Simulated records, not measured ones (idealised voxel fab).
Title: Process Module voxel self aligned contacts
For reference, the cross-section in this document is cut, with width 275 nm and square cells of 5 nm.
Think of the cross-section as a grid of square cells. We describe it in bands, top to bottom, and each band covers one or more rows of those cells.
Band: top height; bottom height; in nm. Then, left to right: material with width in nm, for each material. "full width": a single material spanning edge to edge. "air": empty space.
Below 0: as-received wafer, all one material; heights counted from there. Lowest band: no bottom, goes on down, written "z 0 and below".
The width entry "30 to 40" should be interpreted row by row: the top row of cells in the band takes the first number, the bottom row takes the second number, and the change between adjacent rows is uniform throughout.
Key: "nothing got changed" - step with no changed cell in the cross-section.
"Sealed void listing" means: voids of 8 cells or more that are shut off from the top with no open way through. Written width x height at distance, distance from the left edge, in nm.
That trailing text on a step's line, after the settings, is the simulator's own remark on the step.
A step line may carry the setting "overlay nm", which, for steps involving a mask, states the distance by which the mask lay to the right of its intended position; negative values denote displacement to the left.

## Listed below are the process steps as planned
1) RECEIVE (material Si)
2) OXIDIZE (depth nm 5)
3) DIRECTIONAL_DEP (material polySi; thk nm 25)
4) DIRECTIONAL_DEP (material SiN; thk nm 15)
5) DIRECTIONAL_DEP (material aC; thk nm 10)
6) PATTERN (tone cover; mask id GATE; material resist; width nm 35; pitch nm 65; thk nm 25; overlay nm 0)
7) DIRECTIONAL_ETCH (etch materials aC; depth nm 10)
8) STRIP (etch materials resist)
9) DIRECTIONAL_ETCH (etch materials SiN; depth nm 15)
10) DIRECTIONAL_ETCH (etch materials polySi; depth nm 25)
11) STRIP (etch materials aC)
12) CONFORMAL_DEP (material SiN; thk nm 5)
13) DIRECTIONAL_ETCH (etch materials SiN; depth nm 5)
14) FILL_DEP (material SiO2; thk nm 20)
15) CMP (height nm 50)
16) DIRECTIONAL_DEP (material aC; thk nm 15)
17) PATTERN (tone open; mask id CONTACT; material resist; width nm 50; thk nm 35; overlay nm 0)
18) DIRECTIONAL_ETCH (etch materials aC; depth nm 15)
19) STRIP (etch materials resist)
20) DIRECTIONAL_ETCH (etch materials SiO2; depth nm 55)
21) STRIP (etch materials aC)
22) CONFORMAL_DEP (material TiN; thk nm 5)
23) FILL_DEP (material Ru; thk nm 5)
24) CMP (height nm 50)
25) CONFORMAL_DEP (material SiN; thk nm 5)

## This is the cross-section of the wafer as we received it, i.e. after step 1
  z 0 and below = Si full width
  Sealed void listing: none

## Wafer cross-section at module end: first of two, run to plan
  z 55 to 50 = SiN full width
  z 50 to 40 = SiO2: 110, then TiN: 5 to 20, then Ru: 40 to 10, then TiN: 5 to 20, then SiO2: 115
  z 40 to 25 = SiO2: 80, then SiN: 45, then TiN: 5, then Ru: 10, then TiN: 5, then SiN: 45, then SiO2: 85
  z 25 to 0 = SiO2: 80, then SiN: 5, then polySi: 35, then SiN: 5, then TiN: 5, then Ru: 10, then TiN: 5, then SiN: 5, then polySi: 35, then SiN: 5, then SiO2: 85
  z 0 to -5 = SiO2: 125, then TiN: 20, then SiO2: 130
  z -5 and below = Si full width
  Sealed void listing: none

## Here's the second of our two wafers sectioned at module end. Same start as the first, same plan, but one mistake got made running it
  z 55 to 50 = SiN full width
  z 50 to 45 = SiO2: 110, then TiN: 5, then Ru: 40, then TiN: 5, then SiO2: 115
  z 45 to 40 = SiO2: 110, then TiN: 50, then SiO2: 115
  z 40 to 25 = SiN: 90, then SiO2: 20, then TiN: 5, then SiN: 40, then TiN: 5, then SiO2: 20, then SiN: 95
  z 25 to 0 = polySi: 85, then SiN: 5, then SiO2: 20, then TiN: 5, then SiN: 5, then polySi: 30, then SiN: 5, then TiN: 5, then SiO2: 20, then SiN: 5, then polySi: 90
  z 0 to -5 = SiO2: 110, then TiN: 5, then SiO2: 40, then TiN: 5, then SiO2: 115
  z -5 and below = Si full width
  Sealed void listing: none
Nonconformance to the process plan: step 6: run off-plan, actual operation and settings PATTERN (tone open; mask id GATE; material resist; width nm 35; pitch nm 65; thk nm 25; overlay nm 0)
Final comparison by cell count, materials where the second wafer has more or fewer than the first: Ru: 18 fewer, SiN: 81 more, SiO2: 198 fewer, polySi: 135 more
